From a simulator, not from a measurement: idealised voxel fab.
Process module, titled voxel wiring stack
Displayed cross-section: cut, width of 240 nm, square cells sized 5 nm.
Reading order for cross-sections: top band down to bottom band. Underlying form: a grid of square cells. Band size: one or more rows of cells.
Each band's line starts with the height of the band's top and of its bottom, in nm. Then come its materials from left to right, each with its width in nm. One material with "edge to edge" fills the band from edge to edge. "empty" is empty space.
Height datum 0, below which the as-received substrate wafer is one material. Lowest band open at the bottom, running downward: "0 and below".
So if you see something like "30->40" for the width, read it as the top row of the band sitting at the first number and the bottom row at the second, with every row in between moving by the same amount as the last.
Basically "nothing got changed" means that step didn't change any cell in the cross-section.
Closed void entries: empty space of 8 cells or more with no open way to the top, each as width x height at its distance from the left edge, in nm
On each step's line, the part that comes after the settings is the simulator's own comment on the step.
What "overlay nm" on a step's line means: if the step has a mask, that mask lay this far to the right of its planned place, or, when the value is negative, to the left.
## The steps planned for the process are as follows
1: RECEIVE: material Si
2: CONFORMAL_DEP: material SiO2, thk nm 10
3: DIRECTIONAL_DEP: material TiN, thk nm 5
4: DIRECTIONAL_DEP: material W, thk nm 25
5: MASKED_ETCH: tone cover, mask id METAL_1, width nm 20, pitch nm 40, etch materials W, depth nm 25, overlay nm 0
6: MASKED_ETCH: tone cover, mask id METAL_1, width nm 20, pitch nm 40, etch materials TiN, depth nm 5, overlay nm 0
7: FILL_DEP: material lowk, thk nm 5
8: CMP: height nm 40
9: CONFORMAL_DEP: material SiCN, thk nm 5
10: DIRECTIONAL_DEP: material lowk, thk nm 10
11: MASKED_ETCH: tone open, mask id PLUG_1, width nm 15, pitch nm 40, etch materials lowk, depth nm 10, overlay nm 0
12: MASKED_ETCH: tone open, mask id PLUG_1, width nm 15, pitch nm 40, etch materials SiCN, depth nm 5, overlay nm 0
13: EPI: material Ru, thk nm 10
14: EPI: material Ru, thk nm 5
15: CONFORMAL_DEP: material SiCN, thk nm 5
16: DIRECTIONAL_DEP: material lowk, thk nm 15
17: PATTERN: tone open, mask id METAL_2, material resist, width nm 20, pitch nm 40, thk nm 15, overlay nm 0
18: DIRECTIONAL_ETCH: etch materials lowk, depth nm 15
19: DIRECTIONAL_ETCH: etch materials SiCN, depth nm 5
20: STRIP: etch materials resist
21: CONFORMAL_DEP: material TiN, thk nm 5
22: FILL_DEP: material Cu, thk nm 10
23: CMP: height nm 75
24: EPI: material Ru, thk nm 5
25: FILL_DEP: material SiCN, thk nm 5
26: DIRECTIONAL_DEP: material lowk, thk nm 20
27: MASKED_ETCH: tone open, mask id PLUG_2, width nm 15, pitch nm 80, etch materials lowk, depth nm 20, overlay nm 0
28: MASKED_ETCH: tone open, mask id PLUG_2, width nm 15, pitch nm 80, etch materials SiCN, depth nm 5, overlay nm 0
29: EPI: material Ru, thk nm 10
30: EPI: material Ru, thk nm 10
31: EPI: material Ru, thk nm 5
32: CONFORMAL_DEP: material SiCN, thk nm 5
33: DIRECTIONAL_DEP: material lowk, thk nm 25
34: PATTERN: tone open, mask id METAL_3, material resist, width nm 20, pitch nm 40, thk nm 20, overlay nm 0
35: DIRECTIONAL_ETCH: etch materials lowk, depth nm 25
36: DIRECTIONAL_ETCH: etch materials SiCN, depth nm 5
37: STRIP: etch materials resist
38: CONFORMAL_DEP: material TiN, thk nm 5
39: FILL_DEP: material Ru, thk nm 10
40: CMP: height nm 135
41: CONFORMAL_DEP: material SiCN, thk nm 5
## The cross-section here shows the wafer as received, i.e. in its state after step 1
0 and below: Si edge to edge
Closed void entries: none
## Cross-section taken at module completion on the first of two wafers; processed per the plan
140 down to 135: SiCN edge to edge
135 down to 110: lowk=50, then TiN=5, then Ru=10, then TiN=5, then lowk=20, then TiN=5, then Ru=10, then TiN=5, then lowk=20, then TiN=5, then Ru=10, then TiN=5, then lowk=20, then TiN=5, then Ru=10, then TiN=5, then lowk=50
110 down to 105: SiCN=50, then TiN=20, then SiCN=20, then TiN=20, then SiCN=20, then TiN=20, then SiCN=20, then TiN=20, then SiCN=50
105 down to 85: lowk=50, then Ru=15, then lowk=65, then Ru=15, then lowk=95
85 down to 80: SiCN=50, then Ru=15, then SiCN=65, then Ru=15, then SiCN=95
80 down to 75: SiCN=45, then Ru=30, then SiCN=10, then Ru=30, then SiCN=10, then Ru=30, then SiCN=10, then Ru=30, then SiCN=45
75 down to 60: lowk=50, then TiN=5, then Cu=10, then TiN=5, then lowk=20, then TiN=5, then Cu=10, then TiN=5, then lowk=20, then TiN=5, then Cu=10, then TiN=5, then lowk=20, then TiN=5, then Cu=10, then TiN=5, then lowk=50
60 down to 55: SiCN=50, then TiN=20, then SiCN=20, then TiN=20, then SiCN=20, then TiN=20, then SiCN=20, then TiN=20, then SiCN=50
55 down to 45: lowk=50, then Ru=15, then lowk=25, then Ru=15, then lowk=25, then Ru=15, then lowk=25, then Ru=15, then lowk=55
45 down to 40: SiCN=50, then Ru=15, then SiCN=25, then Ru=15, then SiCN=25, then Ru=15, then SiCN=25, then Ru=15, then SiCN=55
40 down to 15: lowk=50, then W=20, then lowk=20, then W=20, then lowk=20, then W=20, then lowk=20, then W=20, then lowk=50
15 down to 10: lowk=50, then TiN=20, then lowk=20, then TiN=20, then lowk=20, then TiN=20, then lowk=20, then TiN=20, then lowk=50
10 down to 0: SiO2 edge to edge
0 and below: Si edge to edge
Closed void entries: none
## This is the second of the two wafers, cross-sectioned at the end of the module; it started exactly like the first and was given the same plan, but it was run with one mistake
140 down to 135: SiCN edge to edge
135 down to 110: lowk=55, then Ru=10, then lowk=30, then Ru=10, then lowk=30, then Ru=10, then lowk=30, then Ru=10, then lowk=55
110 down to 105: SiCN=50, then lowk=20, then SiCN=20, then lowk=20, then SiCN=20, then lowk=20, then SiCN=20, then lowk=20, then SiCN=50
105 down to 85: lowk=50, then Ru=15, then lowk=65, then Ru=15, then lowk=95
85 down to 80: SiCN=50, then Ru=15, then SiCN=65, then Ru=15, then SiCN=95
80 down to 75: SiCN=45, then Ru=30, then SiCN=10, then Ru=30, then SiCN=10, then Ru=30, then SiCN=10, then Ru=30, then SiCN=45
75 down to 60: lowk=50, then TiN=5, then Cu=10, then TiN=5, then lowk=20, then TiN=5, then Cu=10, then TiN=5, then lowk=20, then TiN=5, then Cu=10, then TiN=5, then lowk=20, then TiN=5, then Cu=10, then TiN=5, then lowk=50
60 down to 55: SiCN=50, then TiN=20, then SiCN=20, then TiN=20, then SiCN=20, then TiN=20, then SiCN=20, then TiN=20, then SiCN=50
55 down to 45: lowk=50, then Ru=15, then lowk=25, then Ru=15, then lowk=25, then Ru=15, then lowk=25, then Ru=15, then lowk=55
45 down to 40: SiCN=50, then Ru=15, then SiCN=25, then Ru=15, then SiCN=25, then Ru=15, then SiCN=25, then Ru=15, then SiCN=55
40 down to 15: lowk=50, then W=20, then lowk=20, then W=20, then lowk=20, then W=20, then lowk=20, then W=20, then lowk=50
15 down to 10: lowk=50, then TiN=20, then lowk=20, then TiN=20, then lowk=20, then TiN=20, then lowk=20, then TiN=20, then lowk=50
10 down to 0: SiO2 edge to edge
0 and below: Si edge to edge
Closed void entries: none
Which mistake was made when the wafer was run? so step 38 ended up running with a different setting than we planned, it ran as CONFORMAL_DEP: material lowk, thk nm 5
End check, counted in cells, second wafer has more or fewer of these materials than the first: TiN -56; lowk +56
